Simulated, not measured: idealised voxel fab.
Documented hereafter: the process module known as voxel self aligned contacts.
This is section cut - it's 270 nm across, gridded in 5 nm square cells.
Format of a cross-section: grid, square cells. Given as bands. Order: top down. Band: one or more rows of cells. The entry gives the band's vertical extent as a top height and a bottom height in nm, then its horizontal make-up as materials from left to right, each with a width in nm. "blank" stands for empty space; a single material marked "throughout" fills the band edge to edge. The level at which height equals 0 is the one under which the wafer, as it arrives, is entirely one material. No lower edge exists for the bottom band, which continues downward and is notated as in "from 0 down". With a width like "30 to 40", each row of cells in the band differs from the next by the same amount, the top row carrying the first number and the bottom row the second. The designation "no alterations made", where it is given for a processing step, indicates that no cell of the cross-section was altered in the course of that step. "Internal closed voids": empty spaces of 8 cells or more with no open way to the top, each given as width x height at distance, distance from the left edge, all in nm. If you see something after the settings on a step's line, that's the simulator's own remark about that step. A step's line can hold "overlay nm"; with a mask on that step, the setting says how far right of the planned place the mask lay, while a negative setting says it lay to the left.
Intended process steps:
1 RECEIVE,material Si
2 OXIDIZE,depth nm 5
3 DIRECTIONAL_DEP,material polySi,thk nm 25
4 DIRECTIONAL_DEP,material SiN,thk nm 25
5 DIRECTIONAL_DEP,material aC,thk nm 15
6 PATTERN,tone cover,mask id GATE,material resist,width nm 35,pitch nm 80,thk nm 30,overlay nm 0
7 DIRECTIONAL_ETCH,etch materials aC,depth nm 15
8 STRIP,etch materials resist
9 DIRECTIONAL_ETCH,etch materials SiN,depth nm 25
10 DIRECTIONAL_ETCH,etch materials polySi,depth nm 25
11 STRIP,etch materials aC
12 CONFORMAL_DEP,material SiN,thk nm 10
13 DIRECTIONAL_ETCH,etch materials SiN,depth nm 10
14 FILL_DEP,material SiO2,thk nm 15
15 CMP,height nm 60
16 DIRECTIONAL_DEP,material aC,thk nm 10
17 PATTERN,tone open,mask id CONTACT,material resist,width nm 65,thk nm 25,overlay nm -15
18 DIRECTIONAL_ETCH,etch materials aC,depth nm 10
19 STRIP,etch materials resist
20 DIRECTIONAL_ETCH,etch materials SiO2,depth nm 65
21 STRIP,etch materials aC
22 CONFORMAL_DEP,material TiN,thk nm 5
23 FILL_DEP,material Ru,thk nm 10
24 CMP,height nm 60
25 CONFORMAL_DEP,material SiN,thk nm 5
Be aware that, although all wafers share a common starting state, the overlay nm at step 17 differs among them, and the plan displays the first wafer's value.
Cross-section, first of several wafers, as delivered after step 1:
> from 0 down: Si throughout
> Internal closed voids: none
Basically each wafer gets a line in the table, showing it at the end of the module: material by material, the cells it gained (+) or lost (-) since we got it, then its closed voids:
overlay nm -15; +44 Ru; -54 Si; +204 SiN; +401 SiO2; +37 TiN; +70 polySi; Internal closed voids: none
overlay nm -10; +44 Ru; -54 Si; +204 SiN; +401 SiO2; +37 TiN; +70 polySi; Internal closed voids: none
overlay nm -5; +44 Ru; -54 Si; +204 SiN; +401 SiO2; +37 TiN; +70 polySi; Internal closed voids: none
overlay nm 0; +44 Ru; -54 Si; +204 SiN; +401 SiO2; +37 TiN; +70 polySi; Internal closed voids: none
overlay nm 5; +44 Ru; -54 Si; +204 SiN; +401 SiO2; +37 TiN; +70 polySi; Internal closed voids: none
overlay nm 10; +44 Ru; -54 Si; +204 SiN; +401 SiO2; +37 TiN; +70 polySi; Internal closed voids: none
overlay nm 15; +44 Ru; -54 Si; +204 SiN; +401 SiO2; +37 TiN; +70 polySi; Internal closed voids: none
